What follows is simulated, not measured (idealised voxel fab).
process module | voxel transistor to metal
cross-section cut | 270 nm wide | cells 5 nm
A cross-section is a grid of square cells, given in bands from the top down. A band is one or more rows of cells.
Each band's line starts with the height of the band's top and of its bottom, in nm. Then come its materials from left to right, each with its width in nm. One material with "throughout" fills the band from edge to edge. "air" is empty space.
Height 0 is the level under which the wafer as received is all one material. The lowest band goes on downwards, as in "0 down".
A width such as "30 to 40" changes by the same amount from each row of cells to the next, from the band's top row to its bottom row.
"no change" after a step means that no cell of the cross-section changed.
closed voids: empty space of 8 cells or more with no open way to the top, each as width x height at its distance from the left edge, in nm
after a step's settings: what the simulator itself notes on the step
overlay nm, on a step with a mask: how far to the right of its planned place the mask lay; to the left if negative
plan
1 op RECEIVE | material Si
2 op OXIDIZE | depth nm 5
3 op CONFORMAL_DEP | material SiN | thk nm 10
4 op MASKED_ETCH | tone cover | mask id ACTIVE | width nm 110 | pitch nm 130 | etch materials SiN | depth nm 10 | overlay nm 0
5 op MASKED_ETCH | tone cover | mask id ACTIVE | width nm 110 | pitch nm 130 | etch materials SiO2 | depth nm 5 | overlay nm 0
6 op MASKED_ETCH | tone cover | mask id ACTIVE | width nm 110 | pitch nm 130 | etch materials Si | depth nm 20 | overlay nm 0
7 op FILL_DEP | material SiO2 | thk nm 5
8 op CMP | height nm 10
9 op SELECTIVE_ETCH | etch materials SiO2 | depth nm 5
10 op STRIP | etch materials SiN
11 op SELECTIVE_ETCH | etch materials SiO2 | depth nm 5
12 op OXIDIZE | depth nm 5
13 op DIRECTIONAL_DEP | material polySi | thk nm 25
14 op DIRECTIONAL_DEP | material SiCN | thk nm 10
15 op PATTERN | tone cover | mask id GATE | material resist | width nm 20 | pitch nm 130 | thk nm 20 | overlay nm 0
16 op DIRECTIONAL_ETCH | etch materials SiCN | depth nm 20
17 op DIRECTIONAL_ETCH | etch materials polySi | depth nm 35
18 op STRIP | etch materials resist
19 op CONFORMAL_DEP | material SiN | thk nm 5
20 op DIRECTIONAL_ETCH | etch materials SiN | depth nm 5
21 op DIRECTIONAL_ETCH | etch materials SiO2 | depth nm 5
22 op EPI | material SiGe | thk nm 5
23 op FILL_DEP | material SiO2 | thk nm 10
24 op CMP | height nm 30
25 op DIRECTIONAL_DEP | material SiO2 | thk nm 10
26 op PATTERN | tone open | mask id CONTACT | material resist | width nm 30 | thk nm 20 | overlay nm 0
27 op DIRECTIONAL_ETCH | etch materials SiO2 | depth nm 45
28 op STRIP | etch materials resist
29 op CONFORMAL_DEP | material TiN | thk nm 5
30 op FILL_DEP | material Ru | thk nm 10
31 op CMP | height nm 40
32 op DIRECTIONAL_DEP | material TiN | thk nm 5
33 op DIRECTIONAL_DEP | material W | thk nm 15
34 op PATTERN | tone cover | mask id METAL_1 | material resist | width nm 20 | thk nm 15 | overlay nm 0
35 op DIRECTIONAL_ETCH | etch materials W | depth nm 15
36 op DIRECTIONAL_ETCH | etch materials TiN | depth nm 5
37 op STRIP | etch materials resist
38 op CONFORMAL_DEP | material SiN | thk nm 5
39 op FILL_DEP | material SiO2 | thk nm 5
40 op CMP | height nm 60
41 op CONFORMAL_DEP | material SiN | thk nm 5
as received, after step 1
  0 down: Si throughout
  closed voids: none
a wafer at the end: this start, this plan, one mistake
  65 to 60: SiN throughout
  60 to 45: SiO2 20 | SiN 5 | W 20 | SiN 5 | SiO2 40 | SiN 5 | W 20 | SiN 5 | SiO2 30 | SiN 5 | W 20 | SiN 5 | SiO2 40 | SiN 5 | W 20 | SiN 5 | SiO2 20
  45 to 40: SiN 25 | TiN 20 | SiN 50 | TiN 20 | SiN 40 | TiN 20 | SiN 50 | TiN 20 | SiN 25
  40 to 30: SiN throughout
  30 to 20: SiO2 55 | SiN 5 | SiCN 20 | SiN 5 | SiO2 100 | SiN 5 | SiCN 20 | SiN 5 | SiO2 55
  20 to 0: SiO2 55 | SiN 5 | polySi 20 | SiN 5 | SiO2 100 | SiN 5 | polySi 20 | SiN 5 | SiO2 55
  0 to -5: SiO2 10 | SiN 5 | SiO2 40 | SiN 5 | polySi 20 | SiN 5 | SiO2 40 | SiN 5 | SiO2 10 | SiN 5 | SiO2 40 | SiN 5 | polySi 20 | SiN 5 | SiO2 40 | SiN 5 | SiO2 10
  -5 to -10: SiO2 15 | SiGe 40 | SiO2 30 | SiGe 40 | SiO2 20 | SiGe 40 | SiO2 30 | SiGe 40 | SiO2 15
  -10 to -25: SiO2 15 | Si 110 | SiO2 20 | Si 110 | SiO2 15
  -25 down: Si throughout
  closed voids: none
what went wrong: step 25 ran as: op DIRECTIONAL_DEP | material SiN | thk nm 10
